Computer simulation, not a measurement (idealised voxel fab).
process module | voxel transistor to metal
cross-section cut | 175 nm wide | cells 5 nm
A cross-section is a grid of square cells, given in bands from the top down. A band is one or more rows of cells.
Each band's line starts with the height of the band's top and of its bottom, in nm. Then come its materials from left to right, each with its width in nm. One material with "throughout" fills the band from edge to edge. "air" is empty space.
Height 0 is the level under which the wafer as received is all one material. The lowest band goes on downwards, as in "0 down".
A width such as "30 to 40" changes by the same amount from each row of cells to the next, from the band's top row to its bottom row.
"no change" after a step means that no cell of the cross-section changed.
closed voids: empty space of 8 cells or more with no open way to the top, each as width x height at its distance from the left edge, in nm
after a step's settings: what the simulator itself notes on the step
overlay nm, on a step with a mask: how far to the right of its planned place the mask lay; to the left if negative
plan
1 op RECEIVE | material Si
2 op OXIDIZE | depth nm 5
3 op CONFORMAL_DEP | material SiN | thk nm 15
4 op MASKED_ETCH | tone cover | mask id ACTIVE | width nm 125 | etch materials SiN | depth nm 15 | overlay nm 0
5 op MASKED_ETCH | tone cover | mask id ACTIVE | width nm 125 | etch materials SiO2 | depth nm 5 | overlay nm 0
6 op MASKED_ETCH | tone cover | mask id ACTIVE | width nm 125 | etch materials Si | depth nm 20 | overlay nm 0
7 op OXIDIZE | depth nm 5
8 op FILL_DEP | material SiO2 | thk nm 5
9 op CMP | height nm 15
10 op SELECTIVE_ETCH | etch materials SiO2 | depth nm 10
11 op STRIP | etch materials SiN
12 op SELECTIVE_ETCH | etch materials SiO2 | depth nm 5
13 op OXIDIZE | depth nm 5
14 op DIRECTIONAL_DEP | material polySi | thk nm 30
15 op DIRECTIONAL_DEP | material SiCN | thk nm 15
16 op MASKED_ETCH | tone cover | mask id GATE | width nm 25 | etch materials SiCN | depth nm 25 | overlay nm 0
17 op MASKED_ETCH | tone cover | mask id GATE | width nm 25 | etch materials polySi | depth nm 40 | overlay nm 0
18 op CONFORMAL_DEP | material SiN | thk nm 5
19 op DIRECTIONAL_ETCH | etch materials SiN | depth nm 5
20 op DIRECTIONAL_ETCH | etch materials SiO2 | depth nm 5
21 op DIRECTIONAL_ETCH | etch materials Si | depth nm 10
22 op EPI | material nSi | thk nm 15
23 op FILL_DEP | material SiO2 | thk nm 5
24 op CMP | height nm 25
25 op STRIP | etch materials polySi
26 op SELECTIVE_ETCH | etch materials SiO2 | depth nm 5
27 op CONFORMAL_DEP | material HfO2 | thk nm 5
28 op CONFORMAL_DEP | material TiN | thk nm 5
29 op FILL_DEP | material W | thk nm 5
30 op CMP | height nm 20
31 op DIRECTIONAL_DEP | material SiO2 | thk nm 15
32 op DIRECTIONAL_DEP | material aC | thk nm 10
33 op PATTERN | tone open | mask id CONTACT | material resist | width nm 20 | pitch nm 85 | thk nm 30 | overlay nm 0
34 op DIRECTIONAL_ETCH | etch materials aC | depth nm 10
35 op STRIP | etch materials resist
36 op DIRECTIONAL_ETCH | etch materials SiO2 | depth nm 40
37 op STRIP | etch materials aC
38 op CONFORMAL_DEP | material TiN | thk nm 5
39 op FILL_DEP | material W | thk nm 5
40 op CMP | height nm 35
41 op DIRECTIONAL_DEP | material TiN | thk nm 5
42 op DIRECTIONAL_DEP | material Ru | thk nm 15
43 op MASKED_ETCH | tone cover | mask id METAL_1 | width nm 20 | pitch nm 85 | etch materials Ru | depth nm 15 | overlay nm 0
44 op MASKED_ETCH | tone cover | mask id METAL_1 | width nm 20 | pitch nm 85 | etch materials TiN | depth nm 5 | overlay nm 0
45 op FILL_DEP | material SiO2 | thk nm 10
46 op CMP | height nm 55
47 op CONFORMAL_DEP | material SiCN | thk nm 5
48 op DIRECTIONAL_DEP | material SiO2 | thk nm 25
49 op MASKED_ETCH | tone open | mask id METAL_2_HOLES | width nm 15 | pitch nm 85 | etch materials SiO2 | depth nm 25 | overlay nm 0
50 op DIRECTIONAL_DEP | material aC | thk nm 15
51 op PATTERN | tone open | mask id METAL_2 | material resist | width nm 20 | pitch nm 85 | thk nm 35 | overlay nm 0
52 op DIRECTIONAL_ETCH | etch materials aC | depth nm 15
53 op STRIP | etch materials resist
54 op DIRECTIONAL_ETCH | etch materials SiO2 | depth nm 15
55 op DIRECTIONAL_ETCH | etch materials SiCN | depth nm 5
56 op STRIP | etch materials aC
57 op CONFORMAL_DEP | material TiN | thk nm 5
58 op FILL_DEP | material Ru | thk nm 5
59 op CMP | height nm 85
60 op CONFORMAL_DEP | material SiCN | thk nm 5
first wafer, as planned
as received, after step 1
  0 down: Si throughout
  closed voids: none
after step 2
  0 to -5: SiO2 throughout
  below -5: unchanged
after step 3
  15 to 0: SiN throughout
  below 0: unchanged
after step 4
  15 to 0: air 25 | SiN 125 | air 25
  below 0: unchanged
after step 5
  15 to 0: air 25 | SiN 125 | air 25
  0 to -5: air 25 | SiO2 125 | air 25
  below -5: unchanged
after step 6
  15 to 0: air 25 | SiN 125 | air 25
  0 to -5: air 25 | SiO2 125 | air 25
  -5 to -25: air 25 | Si 125 | air 25
  below -25: unchanged
after step 7
  15 to 0: air 25 | SiN 125 | air 25
  0 to -5: air 25 | SiO2 125 | air 25
  -5 to -25: air 25 | SiO2 5 | Si 115 | SiO2 5 | air 25
  -25 to -30: SiO2 30 | Si 115 | SiO2 30
  below -30: unchanged
after step 8
  20 to 15: SiO2 throughout
  15 to 0: SiO2 25 | SiN 125 | SiO2 25
  0 to -5: SiO2 throughout
  -5 to -30: SiO2 30 | Si 115 | SiO2 30
  below -30: unchanged
after step 9
  15 to 0: SiO2 25 | SiN 125 | SiO2 25
  below 0: unchanged
after step 10
  15 to 5: air 25 | SiN 125 | air 25
  below 5: unchanged
after step 11
  5 to 0: SiO2 25 | air 125 | SiO2 25
  below 0: unchanged
after step 12
  0 to -5: SiO2 20 | air 135 | SiO2 20
  below -5: unchanged
after step 13
  0 to -5: SiO2 20 | air 135 | SiO2 20
  -5 to -10: SiO2 throughout
  below -10: unchanged
after step 14
  30 to 25: polySi 20 | air 135 | polySi 20
  25 to 0: polySi throughout
  0 to -5: SiO2 20 | polySi 135 | SiO2 20
  below -5: unchanged
after step 15
  45 to 40: SiCN 20 | air 135 | SiCN 20
  40 to 30: SiCN throughout
  30 to 25: polySi 20 | SiCN 135 | polySi 20
  below 25: unchanged
after step 16
  40 to 30: air 75 | SiCN 25 | air 75
  30 to 25: polySi 20 | air 55 | SiCN 25 | air 55 | polySi 20
  below 25: unchanged
after step 17
  40 to 25: air 75 | SiCN 25 | air 75
  25 to 0: air 75 | polySi 25 | air 75
  0 to -5: SiO2 20 | air 55 | polySi 25 | air 55 | SiO2 20
  below -5: unchanged
after step 18
  45 to 40: air 70 | SiN 35 | air 70
  40 to 25: air 70 | SiN 5 | SiCN 25 | SiN 5 | air 70
  25 to 5: air 70 | SiN 5 | polySi 25 | SiN 5 | air 70
  5 to 0: SiN 25 | air 45 | SiN 5 | polySi 25 | SiN 5 | air 45 | SiN 25
  0 to -5: SiO2 20 | SiN 55 | polySi 25 | SiN 55 | SiO2 20
  below -5: unchanged
after step 19
  40 to 25: air 70 | SiN 5 | SiCN 25 | SiN 5 | air 70
  25 to 0: air 70 | SiN 5 | polySi 25 | SiN 5 | air 70
  0 to -5: SiO2 20 | SiN 5 | air 45 | SiN 5 | polySi 25 | SiN 5 | air 45 | SiN 5 | SiO2 20
  below -5: unchanged
after step 20
  40 to 25: air 70 | SiN 5 | SiCN 25 | SiN 5 | air 70
  25 to 0: air 70 | SiN 5 | polySi 25 | SiN 5 | air 70
  0 to -5: air 20 | SiN 5 | air 45 | SiN 5 | polySi 25 | SiN 5 | air 45 | SiN 5 | air 20
  -5 to -10: SiO2 25 | air 45 | SiO2 35 | air 45 | SiO2 25
  below -10: unchanged
after step 21
  40 to 25: air 70 | SiN 5 | SiCN 25 | SiN 5 | air 70
  25 to 0: air 70 | SiN 5 | polySi 25 | SiN 5 | air 70
  0 to -5: air 20 | SiN 5 | air 45 | SiN 5 | polySi 25 | SiN 5 | air 45 | SiN 5 | air 20
  -5 to -10: SiO2 25 | air 45 | SiO2 35 | air 45 | SiO2 25
  -10 to -20: SiO2 30 | air 40 | Si 35 | air 40 | SiO2 30
  below -20: unchanged
after step 22
  40 to 25: air 70 | SiN 5 | SiCN 25 | SiN 5 | air 70
  25 to 5: air 70 | SiN 5 | polySi 25 | SiN 5 | air 70
  5 to 0: air 55 | nSi 15 | SiN 5 | polySi 25 | SiN 5 | nSi 15 | air 55
  0 to -5: air 20 | SiN 5 | air 30 | nSi 15 | SiN 5 | polySi 25 | SiN 5 | nSi 15 | air 30 | SiN 5 | air 20
  -5 to -10: SiO2 25 | nSi 45 | SiO2 35 | nSi 45 | SiO2 25
  -10 to -20: SiO2 30 | nSi 40 | Si 35 | nSi 40 | SiO2 30
  below -20: unchanged
after step 23
  45 to 40: SiO2 throughout
  40 to 25: SiO2 70 | SiN 5 | SiCN 25 | SiN 5 | SiO2 70
  25 to 5: SiO2 70 | SiN 5 | polySi 25 | SiN 5 | SiO2 70
  5 to 0: SiO2 55 | nSi 15 | SiN 5 | polySi 25 | SiN 5 | nSi 15 | SiO2 55
  0 to -5: SiO2 20 | SiN 5 | SiO2 30 | nSi 15 | SiN 5 | polySi 25 | SiN 5 | nSi 15 | SiO2 30 | SiN 5 | SiO2 20
  below -5: unchanged
after step 24
  25 to 5: SiO2 70 | SiN 5 | polySi 25 | SiN 5 | SiO2 70
  below 5: unchanged
after step 25
  25 to 5: SiO2 70 | SiN 5 | air 25 | SiN 5 | SiO2 70
  5 to 0: SiO2 55 | nSi 15 | SiN 5 | air 25 | SiN 5 | nSi 15 | SiO2 55
  0 to -5: SiO2 20 | SiN 5 | SiO2 30 | nSi 15 | SiN 5 | air 25 | SiN 5 | nSi 15 | SiO2 30 | SiN 5 | SiO2 20
  below -5: unchanged
after step 26
  25 to 20: air 70 | SiN 5 | air 25 | SiN 5 | air 70
  20 to 5: SiO2 70 | SiN 5 | air 25 | SiN 5 | SiO2 70
  5 to 0: SiO2 55 | nSi 15 | SiN 5 | air 25 | SiN 5 | nSi 15 | SiO2 55
  0 to -5: SiO2 20 | SiN 5 | SiO2 30 | nSi 15 | SiN 5 | air 25 | SiN 5 | nSi 15 | SiO2 30 | SiN 5 | SiO2 20
  -5 to -10: SiO2 25 | nSi 45 | air 35 | nSi 45 | SiO2 25
  below -10: unchanged
after step 27
  30 to 25: air 65 | HfO2 15 | air 15 | HfO2 15 | air 65
  25 to 20: HfO2 70 | SiN 5 | HfO2 5 | air 15 | HfO2 5 | SiN 5 | HfO2 70
  20 to 5: SiO2 70 | SiN 5 | HfO2 5 | air 15 | HfO2 5 | SiN 5 | SiO2 70
  5 to 0: SiO2 55 | nSi 15 | SiN 5 | HfO2 5 | air 15 | HfO2 5 | SiN 5 | nSi 15 | SiO2 55
  0 to -5: SiO2 20 | SiN 5 | SiO2 30 | nSi 15 | SiN 5 | HfO2 5 | air 15 | HfO2 5 | SiN 5 | nSi 15 | SiO2 30 | SiN 5 | SiO2 20
  -5 to -10: SiO2 25 | nSi 45 | HfO2 35 | nSi 45 | SiO2 25
  below -10: unchanged
after step 28
  35 to 30: air 60 | TiN 25 | air 5 | TiN 25 | air 60
  30 to 25: TiN 65 | HfO2 15 | TiN 5 | air 5 | TiN 5 | HfO2 15 | TiN 65
  25 to 20: HfO2 70 | SiN 5 | HfO2 5 | TiN 5 | air 5 | TiN 5 | HfO2 5 | SiN 5 | HfO2 70
  20 to 5: SiO2 70 | SiN 5 | HfO2 5 | TiN 5 | air 5 | TiN 5 | HfO2 5 | SiN 5 | SiO2 70
  5 to 0: SiO2 55 | nSi 15 | SiN 5 | HfO2 5 | TiN 5 | air 5 | TiN 5 | HfO2 5 | SiN 5 | nSi 15 | SiO2 55
  0 to -5: SiO2 20 | SiN 5 | SiO2 30 | nSi 15 | SiN 5 | HfO2 5 | TiN 15 | HfO2 5 | SiN 5 | nSi 15 | SiO2 30 | SiN 5 | SiO2 20
  below -5: unchanged
after step 29
  40 to 35: W throughout
  35 to 30: W 60 | TiN 25 | W 5 | TiN 25 | W 60
  30 to 25: TiN 65 | HfO2 15 | TiN 5 | W 5 | TiN 5 | HfO2 15 | TiN 65
  25 to 20: HfO2 70 | SiN 5 | HfO2 5 | TiN 5 | W 5 | TiN 5 | HfO2 5 | SiN 5 | HfO2 70
  20 to 5: SiO2 70 | SiN 5 | HfO2 5 | TiN 5 | W 5 | TiN 5 | HfO2 5 | SiN 5 | SiO2 70
  5 to 0: SiO2 55 | nSi 15 | SiN 5 | HfO2 5 | TiN 5 | W 5 | TiN 5 | HfO2 5 | SiN 5 | nSi 15 | SiO2 55
  below 0: unchanged
after step 30
  20 to 5: SiO2 70 | SiN 5 | HfO2 5 | TiN 5 | W 5 | TiN 5 | HfO2 5 | SiN 5 | SiO2 70
  below 5: unchanged
after step 31
  35 to 20: SiO2 throughout
  below 20: unchanged
after step 32
  45 to 35: aC throughout
  below 35: unchanged
after step 33
  75 to 45: resist 35 | air 20 | resist 65 | air 20 | resist 35
  below 45: unchanged
after step 34
  65 to 45: resist 35 | air 20 | resist 65 | air 20 | resist 35
  45 to 35: aC 35 | air 20 | aC 65 | air 20 | aC 35
  below 35: unchanged
after step 35
  45 to 35: aC 35 | air 20 | aC 65 | air 20 | aC 35
  below 35: unchanged
after step 36
  45 to 35: aC 35 | air 20 | aC 65 | air 20 | aC 35
  35 to 20: SiO2 35 | air 20 | SiO2 65 | air 20 | SiO2 35
  20 to 5: SiO2 35 | air 20 | SiO2 15 | SiN 5 | HfO2 5 | TiN 5 | W 5 | TiN 5 | HfO2 5 | SiN 5 | SiO2 15 | air 20 | SiO2 35
  5 to 0: SiO2 35 | air 20 | nSi 15 | SiN 5 | HfO2 5 | TiN 5 | W 5 | TiN 5 | HfO2 5 | SiN 5 | nSi 15 | air 20 | SiO2 35
  0 to -5: SiO2 20 | SiN 5 | SiO2 10 | air 20 | nSi 15 | SiN 5 | HfO2 5 | TiN 15 | HfO2 5 | SiN 5 | nSi 15 | air 20 | SiO2 10 | SiN 5 | SiO2 20
  below -5: unchanged
after step 37
  35 to 20: SiO2 35 | air 20 | SiO2 65 | air 20 | SiO2 35
  below 20: unchanged
after step 38
  40 to 35: TiN 40 | air 10 | TiN 75 | air 10 | TiN 40
  35 to 20: SiO2 35 | TiN 5 | air 10 | TiN 5 | SiO2 65 | TiN 5 | air 10 | TiN 5 | SiO2 35
  20 to 5: SiO2 35 | TiN 5 | air 10 | TiN 5 | SiO2 15 | SiN 5 | HfO2 5 | TiN 5 | W 5 | TiN 5 | HfO2 5 | SiN 5 | SiO2 15 | TiN 5 | air 10 | TiN 5 | SiO2 35
  5 to 0: SiO2 35 | TiN 5 | air 10 | TiN 5 | nSi 15 | SiN 5 | HfO2 5 | TiN 5 | W 5 | TiN 5 | HfO2 5 | SiN 5 | nSi 15 | TiN 5 | air 10 | TiN 5 | SiO2 35
  0 to -5: SiO2 20 | SiN 5 | SiO2 10 | TiN 20 | nSi 15 | SiN 5 | HfO2 5 | TiN 15 | HfO2 5 | SiN 5 | nSi 15 | TiN 20 | SiO2 10 | SiN 5 | SiO2 20
  below -5: unchanged
after step 39
  45 to 40: W throughout
  40 to 35: TiN 40 | W 10 | TiN 75 | W 10 | TiN 40
  35 to 20: SiO2 35 | TiN 5 | W 10 | TiN 5 | SiO2 65 | TiN 5 | W 10 | TiN 5 | SiO2 35
  20 to 5: SiO2 35 | TiN 5 | W 10 | TiN 5 | SiO2 15 | SiN 5 | HfO2 5 | TiN 5 | W 5 | TiN 5 | HfO2 5 | SiN 5 | SiO2 15 | TiN 5 | W 10 | TiN 5 | SiO2 35
  5 to 0: SiO2 35 | TiN 5 | W 10 | TiN 5 | nSi 15 | SiN 5 | HfO2 5 | TiN 5 | W 5 | TiN 5 | HfO2 5 | SiN 5 | nSi 15 | TiN 5 | W 10 | TiN 5 | SiO2 35
  below 0: unchanged
after step 40
  35 to 20: SiO2 35 | TiN 5 | W 10 | TiN 5 | SiO2 65 | TiN 5 | W 10 | TiN 5 | SiO2 35
  below 20: unchanged
after step 41
  40 to 35: TiN throughout
  below 35: unchanged
after step 42
  55 to 40: Ru throughout
  below 40: unchanged
after step 43
  55 to 40: air 35 | Ru 20 | air 65 | Ru 20 | air 35
  below 40: unchanged
after step 44
  55 to 40: air 35 | Ru 20 | air 65 | Ru 20 | air 35
  40 to 35: air 35 | TiN 20 | air 65 | TiN 20 | air 35
  below 35: unchanged
after step 45
  65 to 55: SiO2 throughout
  55 to 40: SiO2 35 | Ru 20 | SiO2 65 | Ru 20 | SiO2 35
  40 to 35: SiO2 35 | TiN 20 | SiO2 65 | TiN 20 | SiO2 35
  below 35: unchanged
after step 46
  55 to 40: SiO2 35 | Ru 20 | SiO2 65 | Ru 20 | SiO2 35
  below 40: unchanged
after step 47
  60 to 55: SiCN throughout
  below 55: unchanged
after step 48
  85 to 60: SiO2 throughout
  below 60: unchanged
after step 49
  85 to 60: SiO2 35 | air 15 | SiO2 70 | air 15 | SiO2 40
  below 60: unchanged
after step 50
  100 to 85: aC 35 | air 15 | aC 70 | air 15 | aC 40
  85 to 75: SiO2 35 | air 15 | SiO2 70 | air 15 | SiO2 40
  75 to 60: SiO2 35 | aC 15 | SiO2 70 | aC 15 | SiO2 40
  below 60: unchanged
after step 51
  135 to 100: resist 35 | air 20 | resist 65 | air 20 | resist 35
  below 100: unchanged
after step 52
  120 to 100: resist 35 | air 20 | resist 65 | air 20 | resist 35
  100 to 85: aC 35 | air 20 | aC 65 | air 20 | aC 35
  85 to 60: SiO2 35 | air 15 | SiO2 70 | air 15 | SiO2 40
  below 60: unchanged
after step 53
  100 to 85: aC 35 | air 20 | aC 65 | air 20 | aC 35
  below 85: unchanged
after step 54
  100 to 85: aC 35 | air 20 | aC 65 | air 20 | aC 35
  85 to 70: SiO2 35 | air 20 | SiO2 65 | air 20 | SiO2 35
  below 70: unchanged
after step 55
  100 to 85: aC 35 | air 20 | aC 65 | air 20 | aC 35
  85 to 70: SiO2 35 | air 20 | SiO2 65 | air 20 | SiO2 35
  70 to 60: SiO2 35 | air 15 | SiO2 70 | air 15 | SiO2 40
  60 to 55: SiCN 35 | air 15 | SiCN 70 | air 15 | SiCN 40
  below 55: unchanged
after step 56
  85 to 70: SiO2 35 | air 20 | SiO2 65 | air 20 | SiO2 35
  below 70: unchanged
after step 57
  90 to 85: TiN 40 | air 10 | TiN 75 | air 10 | TiN 40
  85 to 75: SiO2 35 | TiN 5 | air 10 | TiN 5 | SiO2 65 | TiN 5 | air 10 | TiN 5 | SiO2 35
  75 to 70: SiO2 35 | TiN 5 | air 5 | TiN 10 | SiO2 65 | TiN 5 | air 5 | TiN 10 | SiO2 35
  70 to 60: SiO2 35 | TiN 5 | air 5 | TiN 5 | SiO2 70 | TiN 5 | air 5 | TiN 5 | SiO2 40
  60 to 55: SiCN 35 | TiN 15 | SiCN 70 | TiN 15 | SiCN 40
  below 55: unchanged
after step 58
  95 to 90: Ru throughout
  90 to 85: TiN 40 | Ru 10 | TiN 75 | Ru 10 | TiN 40
  85 to 75: SiO2 35 | TiN 5 | Ru 10 | TiN 5 | SiO2 65 | TiN 5 | Ru 10 | TiN 5 | SiO2 35
  75 to 70: SiO2 35 | TiN 5 | Ru 5 | TiN 10 | SiO2 65 | TiN 5 | Ru 5 | TiN 10 | SiO2 35
  70 to 60: SiO2 35 | TiN 5 | Ru 5 | TiN 5 | SiO2 70 | TiN 5 | Ru 5 | TiN 5 | SiO2 40
  below 60: unchanged
after step 59
  85 to 75: SiO2 35 | TiN 5 | Ru 10 | TiN 5 | SiO2 65 | TiN 5 | Ru 10 | TiN 5 | SiO2 35
  below 75: unchanged
after step 60
  90 to 85: SiCN throughout
  below 85: unchanged
second wafer: like start, like plan, one mistake. Through step 42 it matches the first wafer
when step 43 should have ended
  55 to 40: air 25 | Ru 20 | air 65 | Ru 20 | air 45
  below 40: unchanged
when step 44 should have ended
  55 to 40: air 25 | Ru 20 | air 65 | Ru 20 | air 45
  40 to 35: air 25 | TiN 30 | air 55 | TiN 30 | air 35
  below 35: unchanged
when step 45 should have ended
  65 to 55: SiO2 throughout
  55 to 40: SiO2 25 | Ru 20 | SiO2 65 | Ru 20 | SiO2 45
  40 to 35: SiO2 25 | TiN 30 | SiO2 55 | TiN 30 | SiO2 35
  below 35: unchanged
when step 46 should have ended
  55 to 40: SiO2 25 | Ru 20 | SiO2 65 | Ru 20 | SiO2 45
  below 40: unchanged
when step 47 should have ended
  60 to 55: SiCN throughout
  below 55: unchanged
when step 48 should have ended
  85 to 60: SiO2 throughout
  below 60: unchanged
when step 49 should have ended
  85 to 60: SiO2 35 | air 15 | SiO2 70 | air 15 | SiO2 40
  below 60: unchanged
when step 50 should have ended
  100 to 85: aC 35 | air 15 | aC 70 | air 15 | aC 40
  85 to 75: SiO2 35 | air 15 | SiO2 70 | air 15 | SiO2 40
  75 to 60: SiO2 35 | aC 15 | SiO2 70 | aC 15 | SiO2 40
  below 60: unchanged
when step 51 should have ended
  135 to 100: resist 35 | air 20 | resist 65 | air 20 | resist 35
  below 100: unchanged
when step 52 should have ended
  120 to 100: resist 35 | air 20 | resist 65 | air 20 | resist 35
  100 to 85: aC 35 | air 20 | aC 65 | air 20 | aC 35
  85 to 60: SiO2 35 | air 15 | SiO2 70 | air 15 | SiO2 40
  below 60: unchanged
when step 53 should have ended
  100 to 85: aC 35 | air 20 | aC 65 | air 20 | aC 35
  below 85: unchanged
when step 54 should have ended
  100 to 85: aC 35 | air 20 | aC 65 | air 20 | aC 35
  85 to 70: SiO2 35 | air 20 | SiO2 65 | air 20 | SiO2 35
  below 70: unchanged
when step 55 should have ended
  100 to 85: aC 35 | air 20 | aC 65 | air 20 | aC 35
  85 to 70: SiO2 35 | air 20 | SiO2 65 | air 20 | SiO2 35
  70 to 60: SiO2 35 | air 15 | SiO2 70 | air 15 | SiO2 40
  60 to 55: SiCN 35 | air 15 | SiCN 70 | air 15 | SiCN 40
  below 55: unchanged
when step 56 should have ended
  85 to 70: SiO2 35 | air 20 | SiO2 65 | air 20 | SiO2 35
  below 70: unchanged
when step 57 should have ended
  90 to 85: TiN 40 | air 10 | TiN 75 | air 10 | TiN 40
  85 to 75: SiO2 35 | TiN 5 | air 10 | TiN 5 | SiO2 65 | TiN 5 | air 10 | TiN 5 | SiO2 35
  75 to 70: SiO2 35 | TiN 5 | air 5 | TiN 10 | SiO2 65 | TiN 5 | air 5 | TiN 10 | SiO2 35
  70 to 60: SiO2 35 | TiN 5 | air 5 | TiN 5 | SiO2 70 | TiN 5 | air 5 | TiN 5 | SiO2 40
  60 to 55: SiCN 35 | TiN 15 | SiCN 70 | TiN 15 | SiCN 40
  below 55: unchanged
when step 58 should have ended
  95 to 90: Ru throughout
  90 to 85: TiN 40 | Ru 10 | TiN 75 | Ru 10 | TiN 40
  85 to 75: SiO2 35 | TiN 5 | Ru 10 | TiN 5 | SiO2 65 | TiN 5 | Ru 10 | TiN 5 | SiO2 35
  75 to 70: SiO2 35 | TiN 5 | Ru 5 | TiN 10 | SiO2 65 | TiN 5 | Ru 5 | TiN 10 | SiO2 35
  70 to 60: SiO2 35 | TiN 5 | Ru 5 | TiN 5 | SiO2 70 | TiN 5 | Ru 5 | TiN 5 | SiO2 40
  below 60: unchanged
when step 59 should have ended
  85 to 75: SiO2 35 | TiN 5 | Ru 10 | TiN 5 | SiO2 65 | TiN 5 | Ru 10 | TiN 5 | SiO2 35
  below 75: unchanged
when step 60 should have ended
  90 to 85: SiCN throughout
  below 85: unchanged
what went wrong: step 43 ran as: op MASKED_ETCH | tone cover | mask id METAL_1 | width nm 20 | pitch nm 85 | etch materials Ru | depth nm 15 | overlay nm -10
at the end the second wafer has, in cells: 4 fewer of SiO2 | 4 more of TiN
